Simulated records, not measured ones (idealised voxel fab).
process module | voxel released beams
cross-section cut | 155 nm wide | cells 5 nm
A cross-section is a grid of square cells, given in bands from the top down. A band is one or more rows of cells.
Each band's line starts with the height of the band's top and of its bottom, in nm. Then come its materials from left to right, each with its width in nm. One material with "throughout" fills the band from edge to edge. "air" is empty space.
Height 0 is the level under which the wafer as received is all one material. The lowest band goes on downwards, as in "0 down".
A width such as "30 to 40" changes by the same amount from each row of cells to the next, from the band's top row to its bottom row.
"no change" after a step means that no cell of the cross-section changed.
closed voids: empty space of 8 cells or more with no open way to the top, each as width x height at its distance from the left edge, in nm
after a step's settings: what the simulator itself notes on the step
overlay nm, on a step with a mask: how far to the right of its planned place the mask lay; to the left if negative
plan
1 op RECEIVE | material Si
2 op CONFORMAL_DEP | material Al2O3 | thk nm 5
3 op DIRECTIONAL_DEP | material SiO2 | thk nm 10
4 op DIRECTIONAL_DEP | material aC | thk nm 15
5 op PATTERN | tone open | mask id ANCHOR | material resist | width nm 40 | thk nm 35 | overlay nm 0
6 op DIRECTIONAL_ETCH | etch materials aC | depth nm 15
7 op STRIP | etch materials resist
8 op DIRECTIONAL_ETCH | etch materials SiO2 | depth nm 10
9 op STRIP | etch materials aC
10 op CONFORMAL_DEP | material SiN | thk nm 15
11 op MASKED_ETCH | tone cover | mask id BEAM | width nm 100 | etch materials SiN | depth nm 15 | overlay nm 0
12 op STRIP | etch materials SiO2
as received, after step 1
  0 down: Si throughout
  closed voids: none
first wafer at the end, as planned
  30 to 20: air 25 | SiN 20 | air 10 | SiN 70 | air 30
  20 to 15: air 25 | SiN 100 | air 30
  15 to 5: air 30 | SiN 40 | air 85
  5 to 0: Al2O3 throughout
  0 down: Si throughout
  closed voids: none
second wafer at the end: like start, like plan, one mistake
  15 to 5: air 30 | SiN 15 | air 10 | SiN 15 | air 85
  5 to 0: Al2O3 throughout
  0 down: Si throughout
  closed voids: none
what went wrong: step 11 ran as: op MASKED_ETCH | tone open | mask id BEAM | width nm 100 | etch materials SiN | depth nm 15 | overlay nm 0
at the end the second wafer has, in cells: 60 fewer of SiN
